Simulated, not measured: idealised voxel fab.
process module | voxel transistor to metal
cross-section cut | 165 nm wide | cells 5 nm
A cross-section is a grid of square cells, given in bands from the top down. A band is one or more rows of cells.
Each band's line starts with the height of the band's top and of its bottom, in nm. Then come its materials from left to right, each with its width in nm. One material with "throughout" fills the band from edge to edge. "air" is empty space.
Height 0 is the level under which the wafer as received is all one material. The lowest band goes on downwards, as in "0 down".
A width such as "30 to 40" changes by the same amount from each row of cells to the next, from the band's top row to its bottom row.
"no change" after a step means that no cell of the cross-section changed.
closed voids: empty space of 8 cells or more with no open way to the top, each as width x height at its distance from the left edge, in nm
after a step's settings: what the simulator itself notes on the step
overlay nm, on a step with a mask: how far to the right of its planned place the mask lay; to the left if negative
plan
1 op RECEIVE | material Si
2 op CONFORMAL_DEP | material SiO2 | thk nm 5
3 op CONFORMAL_DEP | material SiN | thk nm 15
4 op PATTERN | tone cover | mask id ACTIVE | material resist | width nm 95 | thk nm 15 | overlay nm 0
5 op DIRECTIONAL_ETCH | etch materials SiN | depth nm 15
6 op DIRECTIONAL_ETCH | etch materials SiO2 | depth nm 5
7 op DIRECTIONAL_ETCH | etch materials Si | depth nm 35
8 op STRIP | etch materials resist
9 op FILL_DEP | material SiO2 | thk nm 15
10 op CMP | height nm 20
11 op SELECTIVE_ETCH | etch materials SiO2 | depth nm 10
12 op STRIP | etch materials SiN
13 op SELECTIVE_ETCH | etch materials SiO2 | depth nm 5
14 op OXIDIZE | depth nm 5
15 op DIRECTIONAL_DEP | material polySi | thk nm 25
16 op DIRECTIONAL_DEP | material SiCN | thk nm 10
17 op DIRECTIONAL_DEP | material aC | thk nm 15
18 op PATTERN | tone cover | mask id GATE | material resist | width nm 15 | thk nm 30 | overlay nm 0
19 op DIRECTIONAL_ETCH | etch materials aC | depth nm 15
20 op STRIP | etch materials resist
21 op DIRECTIONAL_ETCH | etch materials SiCN | depth nm 20
22 op DIRECTIONAL_ETCH | etch materials polySi | depth nm 35
23 op STRIP | etch materials aC
24 op CONFORMAL_DEP | material SiN | thk nm 10
25 op DIRECTIONAL_ETCH | etch materials SiN | depth nm 10
26 op DIRECTIONAL_ETCH | etch materials SiO2 | depth nm 5
27 op DIRECTIONAL_ETCH | etch materials Si | depth nm 15
28 op EPI | material pSi | thk nm 20
29 op FILL_DEP | material SiO2 | thk nm 5
30 op CMP | height nm 35
31 op DIRECTIONAL_DEP | material SiO2 | thk nm 15
32 op PATTERN | tone open | mask id CONTACT | material resist | width nm 30 | pitch nm 55 | thk nm 15 | overlay nm 0
33 op DIRECTIONAL_ETCH | etch materials SiO2 | depth nm 35
34 op STRIP | etch materials resist
35 op CONFORMAL_DEP | material TiN | thk nm 5
36 op FILL_DEP | material W | thk nm 10
37 op CMP | height nm 50
38 op CONFORMAL_DEP | material SiCN | thk nm 5
39 op DIRECTIONAL_DEP | material SiO2 | thk nm 25
40 op DIRECTIONAL_DEP | material aC | thk nm 10
41 op PATTERN | tone open | mask id METAL_1 | material resist | width nm 20 | pitch nm 65 | thk nm 25 | overlay nm 0
42 op DIRECTIONAL_ETCH | etch materials aC | depth nm 10
43 op STRIP | etch materials resist
44 op DIRECTIONAL_ETCH | etch materials SiO2 | depth nm 25
45 op DIRECTIONAL_ETCH | etch materials SiCN | depth nm 5
46 op STRIP | etch materials aC
47 op CONFORMAL_DEP | material TiN | thk nm 5
48 op FILL_DEP | material Cu | thk nm 5
49 op CMP | height nm 80
50 op CONFORMAL_DEP | material SiCN | thk nm 5
51 op DIRECTIONAL_DEP | material SiO2 | thk nm 30
52 op DIRECTIONAL_DEP | material aC | thk nm 15
53 op PATTERN | tone open | mask id METAL_2 | material resist | width nm 20 | pitch nm 65 | thk nm 35 | overlay nm 0
54 op DIRECTIONAL_ETCH | etch materials aC | depth nm 15
55 op STRIP | etch materials resist
56 op DIRECTIONAL_ETCH | etch materials SiO2 | depth nm 15
57 op STRIP | etch materials aC
58 op MASKED_ETCH | tone open | mask id METAL_2_HOLES | width nm 15 | pitch nm 65 | etch materials SiO2 | depth nm 15 | overlay nm 0
59 op MASKED_ETCH | tone open | mask id METAL_2_HOLES | width nm 15 | pitch nm 65 | etch materials SiCN | depth nm 5 | overlay nm 0
60 op CONFORMAL_DEP | material TiN | thk nm 5
61 op FILL_DEP | material Cu | thk nm 5
62 op CMP | height nm 115
63 op CONFORMAL_DEP | material SiN | thk nm 5
as received, after step 1
  0 down: Si throughout
  closed voids: none
first wafer at the end, as planned
  120 to 115: SiN throughout
  115 to 105: SiO2 40 | TiN 5 | Cu 10 | TiN 5 | SiO2 45 | TiN 5 | Cu 10 | TiN 5 | SiO2 40
  105 to 100: SiO2 40 | TiN 5 | Cu 5 | TiN 10 | SiO2 45 | TiN 5 | Cu 5 | TiN 10 | SiO2 40
  100 to 85: SiO2 40 | TiN 5 | Cu 5 | TiN 5 | SiO2 50 | TiN 5 | Cu 5 | TiN 5 | SiO2 45
  85 to 80: SiCN 40 | TiN 15 | SiCN 50 | TiN 15 | SiCN 45
  80 to 55: SiO2 40 | TiN 5 | Cu 10 | TiN 5 | SiO2 45 | TiN 5 | Cu 10 | TiN 5 | SiO2 40
  55 to 50: SiCN 40 | TiN 20 | SiCN 45 | TiN 20 | SiCN 40
  50 to 40: SiO2 40 | TiN 5 | W 20 | TiN 5 | SiO2 25 | TiN 5 | W 20 | TiN 5 | SiO2 40
  40 to 35: SiO2 40 | TiN 5 | W 15 | TiN 10 | SiO2 25 | TiN 10 | W 15 | TiN 5 | SiO2 40
  35 to 25: SiO2 40 | TiN 5 | W 15 | TiN 5 | SiN 10 | SiCN 15 | SiN 10 | TiN 5 | W 15 | TiN 5 | SiO2 40
  25 to 20: SiO2 40 | TiN 5 | W 15 | TiN 5 | SiN 10 | polySi 15 | SiN 10 | TiN 5 | W 15 | TiN 5 | SiO2 40
  20 to 15: SiO2 40 | TiN 25 | SiN 10 | polySi 15 | SiN 10 | TiN 25 | SiO2 40
  15 to 5: SiO2 30 | pSi 35 | SiN 10 | polySi 15 | SiN 10 | pSi 35 | SiO2 30
  5 to 0: SiO2 30 | SiN 10 | pSi 25 | SiN 10 | polySi 15 | SiN 10 | pSi 25 | SiN 10 | SiO2 30
  0 to -5: SiO2 40 | pSi 25 | SiO2 35 | pSi 25 | SiO2 40
  -5 to -20: SiO2 35 | Si 5 | pSi 25 | Si 35 | pSi 25 | Si 5 | SiO2 35
  -20 to -35: SiO2 35 | Si 95 | SiO2 35
  -35 down: Si throughout
  closed voids: none
second wafer at the end: like start, like plan, one mistake
  120 to 115: SiN throughout
  115 to 105: SiO2 40 | TiN 5 | Cu 10 | TiN 5 | SiO2 45 | TiN 5 | Cu 10 | TiN 5 | SiO2 40
  105 to 100: SiO2 40 | TiN 5 | Cu 5 | TiN 10 | SiO2 45 | TiN 5 | Cu 5 | TiN 10 | SiO2 40
  100 to 85: SiO2 40 | TiN 5 | Cu 5 | TiN 5 | SiO2 50 | TiN 5 | Cu 5 | TiN 5 | SiO2 45
  85 to 75: SiCN 40 | TiN 15 to 20 | SiCN 50 to 45 | TiN 15 to 20 | SiCN 45 to 40
  75 to 50: SiO2 throughout
  50 to 40: SiO2 40 | TiN 5 | W 20 | TiN 5 | SiO2 25 | TiN 5 | W 20 | TiN 5 | SiO2 40
  40 to 35: SiO2 40 | TiN 5 | W 15 | TiN 10 | SiO2 25 | TiN 10 | W 15 | TiN 5 | SiO2 40
  35 to 25: SiO2 40 | TiN 5 | W 15 | TiN 5 | SiN 10 | SiCN 15 | SiN 10 | TiN 5 | W 15 | TiN 5 | SiO2 40
  25 to 20: SiO2 40 | TiN 5 | W 15 | TiN 5 | SiN 10 | polySi 15 | SiN 10 | TiN 5 | W 15 | TiN 5 | SiO2 40
  20 to 15: SiO2 40 | TiN 25 | SiN 10 | polySi 15 | SiN 10 | TiN 25 | SiO2 40
  15 to 5: SiO2 30 | pSi 35 | SiN 10 | polySi 15 | SiN 10 | pSi 35 | SiO2 30
  5 to 0: SiO2 30 | SiN 10 | pSi 25 | SiN 10 | polySi 15 | SiN 10 | pSi 25 | SiN 10 | SiO2 30
  0 to -5: SiO2 40 | pSi 25 | SiO2 35 | pSi 25 | SiO2 40
  -5 to -20: SiO2 35 | Si 5 | pSi 25 | Si 35 | pSi 25 | Si 5 | SiO2 35
  -20 to -35: SiO2 35 | Si 95 | SiO2 35
  -35 down: Si throughout
  closed voids: none
what went wrong: steps 38 and 39 were swapped
at the end the second wafer has, in cells: 20 fewer of Cu | 40 more of SiO2 | 20 fewer of TiN
